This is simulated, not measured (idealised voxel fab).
This section sets out a process module, namely voxel self aligned contacts.
The cross-section on display is named cut; it measures 255 nm wide, and its cells are 5 nm squares.
A cross-section is a grid of square cells, given in bands from the top down. A band is one or more rows of cells.
Basically the band line says how high the top is and how high the bottom is, in nm, and then what's in it from left to right, every material with its width in nm. Empty space shows up as "blank", and if a single material carries "edge to edge" it runs the full band edge to edge.
The level at which height equals 0 is the one under which the wafer, as it arrives, is entirely one material. No lower edge exists for the bottom band, which continues downward and is notated as in "0 down".
Per-row width for "30 to 40": begins at first number (top row of band), ends at second number (bottom row), increment between rows held constant.
Take "nothing was modified" at face value: in the step it is given for, the cross-section changed in none of its cells.
"Sealed void list": empty spaces of 8 cells or more with no open way to the top, each given as width x height at distance, distance from the left edge, all in nm.
Step line, after settings: the simulator's comment on this step.
A step's line can hold "overlay nm"; with a mask on that step, the setting says how far right of the planned place the mask lay, while a negative setting says it lay to the left.
So here's the lineup of process steps we planned:
1: op RECEIVE | material Si
2: op CONFORMAL_DEP | material SiO2 | thk nm 5
3: op DIRECTIONAL_DEP | material polySi | thk nm 25
4: op DIRECTIONAL_DEP | material SiN | thk nm 25
5: op PATTERN | tone cover | mask id GATE | material resist | width nm 35 | pitch nm 75 | thk nm 15 | overlay nm 0
6: op DIRECTIONAL_ETCH | etch materials SiN | depth nm 25
7: op DIRECTIONAL_ETCH | etch materials polySi | depth nm 25
8: op STRIP | etch materials resist
9: op CONFORMAL_DEP | material SiN | thk nm 10
10: op DIRECTIONAL_ETCH | etch materials SiN | depth nm 10
11: op FILL_DEP | material SiO2 | thk nm 15
12: op CMP | height nm 65
13: op MASKED_ETCH | tone open | mask id CONTACT | width nm 40 | pitch nm 75 | etch materials SiO2 | depth nm 65 | overlay nm 0
14: op CONFORMAL_DEP | material TiN | thk nm 5
15: op FILL_DEP | material Ru | thk nm 10
16: op CMP | height nm 65
17: op CONFORMAL_DEP | material SiN | thk nm 5
What sets these wafers apart? The width nm at step 13. They all start alike, and the plan carries the first wafer's value.
After step 1, as received: first of several wafers, cross-section:
> 0 down  Si edge to edge
> Sealed void list: none
Each row below is a wafer at the end of the module, listing for every material the number of cells it has gained (+) or lost (-) since it was received, followed by its closed voids:
width nm 40, +56 Ru, +276 SiN, +213 SiO2, +64 TiN, +105 polySi, Sealed void list: none
width nm 45, +58 Ru, +276 SiN, +209 SiO2, +66 TiN, +105 polySi, Sealed void list: none
width nm 50, +60 Ru, +276 SiN, +205 SiO2, +68 TiN, +105 polySi, Sealed void list: none
width nm 55, +62 Ru, +276 SiN, +201 SiO2, +70 TiN, +105 polySi, Sealed void list: none
width nm 60, +64 Ru, +276 SiN, +197 SiO2, +72 TiN, +105 polySi, Sealed void list: none
